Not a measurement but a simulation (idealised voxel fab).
The name of this process module is voxel quadruple lines.
Shown is cross-section cut, with a width of 220 nm and square cells of size 5 nm.
Each cross-section below is a grid of square cells, stated as bands in top-down order, with one or more rows of cells making up each band. Band: top and bottom heights (nm) first, top before bottom; then materials from left to right, widths in nm. "full width" marks a sole material filling the band edge to edge. "air" denotes empty space. Basically, 0 is our baseline, since under it the wafer straight out of the box is all one material. The bottom band has no lower end and keeps on going down, so it looks like "0 nm and below". Note: "30->40" means the width goes from the first number (top row of the band) to the second number (bottom row) in equal steps per row of cells. You'll sometimes find "no change occurred" written for a step, and that's the way of saying that nowhere in the cross-section did a cell change during that step. For the entry "Encapsulated voids", the listed items are empty spaces with no open way to the top whose size is 8 cells or more; each item follows the pattern width x height at distance, where distance is from the left edge and all three are in nm. Anything after a step's settings on that line? It's the simulator's own note about the step. overlay nm: how far to the right of its planned place the mask lay on this masked step (negative: to the left).

# Listed below are the process steps as planned
1: RECEIVE (material Si)
2: CONFORMAL_DEP (material SiO2; thk nm 10)
3: DIRECTIONAL_DEP (material W; thk nm 15)
4: DIRECTIONAL_DEP (material polySi; thk nm 20)
5: DIRECTIONAL_DEP (material aC; thk nm 25)
6: PATTERN (tone cover; mask id MANDREL; material resist; width nm 35; pitch nm 100; thk nm 35; overlay nm 0)
7: DIRECTIONAL_ETCH (etch materials aC; depth nm 25)
8: STRIP (etch materials resist)
9: CONFORMAL_DEP (material SiO2; thk nm 15)
10: DIRECTIONAL_ETCH (etch materials SiO2; depth nm 15)
11: STRIP (etch materials aC)
12: DIRECTIONAL_ETCH (etch materials polySi; depth nm 20)
13: STRIP (etch materials SiO2)
14: CONFORMAL_DEP (material SiCN; thk nm 10)
15: DIRECTIONAL_ETCH (etch materials SiCN; depth nm 10)
16: STRIP (etch materials polySi)
17: DIRECTIONAL_ETCH (etch materials W; depth nm 15)
18: STRIP (etch materials SiCN)
19: FILL_DEP (material SiO2; thk nm 5)
20: CMP (height nm 25)

# As-received state of the wafer in cross-section, equivalent to post-step 1
* 0 nm and below | Si full width
* Encapsulated voids: none

# What the wafer looks like in cross-section after this module, when it starts as shown above and follows the plan above but one mistake is made in running it
* 25 nm to 10 nm | SiO2: 30, W: 10, SiO2: 15, W: 5, SiO2: 15, W: 10, SiO2: 45, W: 10, SiO2: 15, W: 5, SiO2: 15, W: 10, SiO2: 35
* 10 nm to 0 nm | SiO2 full width
* 0 nm and below | Si full width
* Encapsulated voids: none
The plan and the run diverged here: step 6 was processed under conditions differing from the plan, specifically as PATTERN (tone open; mask id MANDREL; material resist; width nm 35; pitch nm 100; thk nm 35; overlay nm 0)
